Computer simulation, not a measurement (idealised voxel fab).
process module | voxel wiring stack
cross-section cut | 290 nm wide | cells 5 nm
A cross-section is a grid of square cells, given in bands from the top down. A band is one or more rows of cells.
Each band's line starts with the height of the band's top and of its bottom, in nm. Then come its materials from left to right, each with its width in nm. One material with "throughout" fills the band from edge to edge. "air" is empty space.
Height 0 is the level under which the wafer as received is all one material. The lowest band goes on downwards, as in "0 down".
A width such as "30 to 40" changes by the same amount from each row of cells to the next, from the band's top row to its bottom row.
"no change" after a step means that no cell of the cross-section changed.
closed voids: empty space of 8 cells or more with no open way to the top, each as width x height at its distance from the left edge, in nm
after a step's settings: what the simulator itself notes on the step
overlay nm, on a step with a mask: how far to the right of its planned place the mask lay; to the left if negative
plan
1 op RECEIVE | material Si
2 op CONFORMAL_DEP | material SiO2 | thk nm 15
3 op DIRECTIONAL_DEP | material TiN | thk nm 5
4 op DIRECTIONAL_DEP | material Ru | thk nm 25
5 op DIRECTIONAL_DEP | material aC | thk nm 10
6 op PATTERN | tone cover | mask id METAL_1 | material resist | width nm 25 | pitch nm 40 | thk nm 30 | overlay nm 0
7 op DIRECTIONAL_ETCH | etch materials aC | depth nm 10
8 op STRIP | etch materials resist
9 op DIRECTIONAL_ETCH | etch materials Ru | depth nm 25
10 op DIRECTIONAL_ETCH | etch materials TiN | depth nm 5
11 op STRIP | etch materials aC
12 op FILL_DEP | material lowk | thk nm 10
13 op CMP | height nm 45
14 op CONFORMAL_DEP | material SiCN | thk nm 5
15 op DIRECTIONAL_DEP | material SiO2 | thk nm 20
16 op PATTERN | tone open | mask id PLUG_1 | material resist | width nm 15 | pitch nm 40 | thk nm 20 | overlay nm 0
17 op DIRECTIONAL_ETCH | etch materials SiO2 | depth nm 20
18 op DIRECTIONAL_ETCH | etch materials SiCN | depth nm 5
19 op STRIP | etch materials resist
20 op EPI | material Ru | thk nm 10
21 op EPI | material Ru | thk nm 10
22 op EPI | material Ru | thk nm 5
23 op DIRECTIONAL_DEP | material TiN | thk nm 5
24 op DIRECTIONAL_DEP | material Ru | thk nm 20
25 op DIRECTIONAL_DEP | material aC | thk nm 15
26 op PATTERN | tone cover | mask id METAL_2 | material resist | width nm 25 | pitch nm 40 | thk nm 30 | overlay nm 0
27 op DIRECTIONAL_ETCH | etch materials aC | depth nm 15
28 op STRIP | etch materials resist
29 op DIRECTIONAL_ETCH | etch materials Ru | depth nm 20
30 op DIRECTIONAL_ETCH | etch materials TiN | depth nm 5
31 op STRIP | etch materials aC
32 op FILL_DEP | material lowk | thk nm 10
33 op CMP | height nm 95
34 op CONFORMAL_DEP | material SiCN | thk nm 5
35 op DIRECTIONAL_DEP | material SiO2 | thk nm 30
36 op DIRECTIONAL_DEP | material aC | thk nm 10
37 op PATTERN | tone open | mask id METAL_3 | material resist | width nm 25 | pitch nm 40 | thk nm 25 | overlay nm 0
38 op DIRECTIONAL_ETCH | etch materials aC | depth nm 10
39 op STRIP | etch materials resist
40 op DIRECTIONAL_ETCH | etch materials SiO2 | depth nm 15
41 op STRIP | etch materials aC
42 op PATTERN | tone open | mask id METAL_3_HOLES | material resist | width nm 15 | thk nm 15 | overlay nm 0
43 op DIRECTIONAL_ETCH | etch materials SiO2 | depth nm 15
44 op DIRECTIONAL_ETCH | etch materials SiCN | depth nm 5
45 op STRIP | etch materials resist
46 op CONFORMAL_DEP | material TiN | thk nm 5
47 op FILL_DEP | material Cu | thk nm 5
48 op CMP | height nm 130
49 op CONFORMAL_DEP | material SiCN | thk nm 5
50 op DIRECTIONAL_DEP | material SiO2 | thk nm 25
51 op MASKED_ETCH | tone open | mask id METAL_4_HOLES | width nm 15 | pitch nm 40 | etch materials SiO2 | depth nm 25 | overlay nm 0
52 op PATTERN | tone open | mask id METAL_4 | material resist | width nm 25 | pitch nm 40 | thk nm 20 | overlay nm 0
53 op DIRECTIONAL_ETCH | etch materials SiO2 | depth nm 15
54 op DIRECTIONAL_ETCH | etch materials SiCN | depth nm 5
55 op STRIP | etch materials resist
56 op CONFORMAL_DEP | material TiN | thk nm 5
57 op FILL_DEP | material Cu | thk nm 5
58 op CMP | height nm 160
59 op CONFORMAL_DEP | material SiCN | thk nm 5
as received, after step 1
  0 down: Si throughout
  closed voids: none
a wafer at the end: this start, this plan, one mistake
  165 to 160: SiCN throughout
  160 to 150: SiO2 110 | TiN 5 | Cu 15 | TiN 5 | SiO2 15 | TiN 5 | Cu 15 | TiN 5 | SiO2 115
  150 to 145: SiO2 110 | TiN 5 | Cu 5 | TiN 15 | SiO2 15 | TiN 5 | Cu 5 | TiN 15 | SiO2 115
  145 to 135: SiO2 110 | TiN 5 | Cu 5 | TiN 5 | SiO2 25 | TiN 5 | Cu 5 | TiN 5 | SiO2 125
  135 to 130: SiCN 110 | TiN 15 | SiCN 25 | TiN 15 | SiCN 125
  130 to 120: SiO2 110 | TiN 5 | Cu 15 | TiN 5 | SiO2 15 | TiN 5 | Cu 15 | TiN 5 | SiO2 115
  120 to 115: SiO2 110 | TiN 5 | Cu 5 | TiN 15 | SiO2 15 | TiN 25 | SiO2 115
  115 to 100: SiO2 110 | TiN 5 | Cu 5 | TiN 5 | SiO2 165
  100 to 95: SiCN 110 | TiN 15 | SiCN 165
  95 to 75: Ru 110 | lowk 25 | Ru 15 | lowk 25 | Ru 115
  75 to 70: TiN 110 | lowk 25 | TiN 15 | lowk 25 | TiN 115
  70 to 50: SiO2 110 | Ru 15 | SiO2 25 | Ru 15 | SiO2 125
  50 to 45: SiCN 110 | Ru 15 | SiCN 25 | Ru 15 | SiCN 125
  45 to 20: lowk 110 | Ru 25 | lowk 15 | Ru 25 | lowk 115
  20 to 15: lowk 110 | TiN 25 | lowk 15 | TiN 25 | lowk 115
  15 to 0: SiO2 throughout
  0 down: Si throughout
  closed voids: none
what went wrong: step 26 ran as: op PATTERN | tone open | mask id METAL_2 | material resist | width nm 25 | pitch nm 40 | thk nm 30 | overlay nm 0
